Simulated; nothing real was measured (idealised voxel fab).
process module | voxel self aligned contacts
cross-section cut | 245 nm wide | cells 5 nm
A cross-section is a grid of square cells, given in bands from the top down. A band is one or more rows of cells.
Each band's line starts with the height of the band's top and of its bottom, in nm. Then come its materials from left to right, each with its width in nm. One material with "throughout" fills the band from edge to edge. "air" is empty space.
Height 0 is the level under which the wafer as received is all one material. The lowest band goes on downwards, as in "0 down".
A width such as "30 to 40" changes by the same amount from each row of cells to the next, from the band's top row to its bottom row.
"no change" after a step means that no cell of the cross-section changed.
closed voids: empty space of 8 cells or more with no open way to the top, each as width x height at its distance from the left edge, in nm
after a step's settings: what the simulator itself notes on the step
overlay nm, on a step with a mask: how far to the right of its planned place the mask lay; to the left if negative
plan
1 op RECEIVE | material Si
2 op CONFORMAL_DEP | material SiO2 | thk nm 5
3 op DIRECTIONAL_DEP | material polySi | thk nm 20
4 op DIRECTIONAL_DEP | material SiN | thk nm 25
5 op DIRECTIONAL_DEP | material aC | thk nm 10
6 op PATTERN | tone cover | mask id GATE | material resist | width nm 25 | pitch nm 70 | thk nm 30 | overlay nm 0
7 op DIRECTIONAL_ETCH | etch materials aC | depth nm 10
8 op STRIP | etch materials resist
9 op DIRECTIONAL_ETCH | etch materials SiN | depth nm 25
10 op DIRECTIONAL_ETCH | etch materials polySi | depth nm 20
11 op STRIP | etch materials aC
12 op CONFORMAL_DEP | material SiN | thk nm 10
13 op DIRECTIONAL_ETCH | etch materials SiN | depth nm 10
14 op FILL_DEP | material SiO2 | thk nm 10
15 op CMP | height nm 55
16 op MASKED_ETCH | tone open | mask id CONTACT | width nm 55 | pitch nm 70 | etch materials SiO2 | depth nm 55 | overlay nm 0
17 op CONFORMAL_DEP | material TiN | thk nm 5
18 op FILL_DEP | material W | thk nm 5
19 op CMP | height nm 55
20 op CONFORMAL_DEP | material SiCN | thk nm 5
as received, after step 1
  0 down: Si throughout
  closed voids: none
a wafer at the end: this start, this plan, one mistake
  60 to 55: SiCN throughout
  55 to 45: SiO2 60 | TiN 5 to 20 | W 45 to 15 | TiN 5 to 20 | SiO2 15 | TiN 5 to 20 | W 45 to 15 | TiN 5 to 20 | SiO2 60
  45 to 20: SiO2 30 | SiN 45 | TiN 5 | W 15 | TiN 5 | SiN 45 | TiN 5 | W 15 | TiN 5 | SiN 45 | SiO2 30
  20 to 5: SiO2 30 | SiN 10 | polySi 25 | SiN 10 | TiN 5 | W 15 | TiN 5 | SiN 10 | polySi 25 | SiN 10 | TiN 5 | W 15 | TiN 5 | SiN 10 | polySi 25 | SiN 10 | SiO2 30
  5 to 0: SiO2 30 | SiN 10 | polySi 25 | SiN 10 | TiN 25 | SiN 10 | polySi 25 | SiN 10 | TiN 25 | SiN 10 | polySi 25 | SiN 10 | SiO2 30
  0 down: Si throughout
  closed voids: none
what went wrong: step 2 was left out
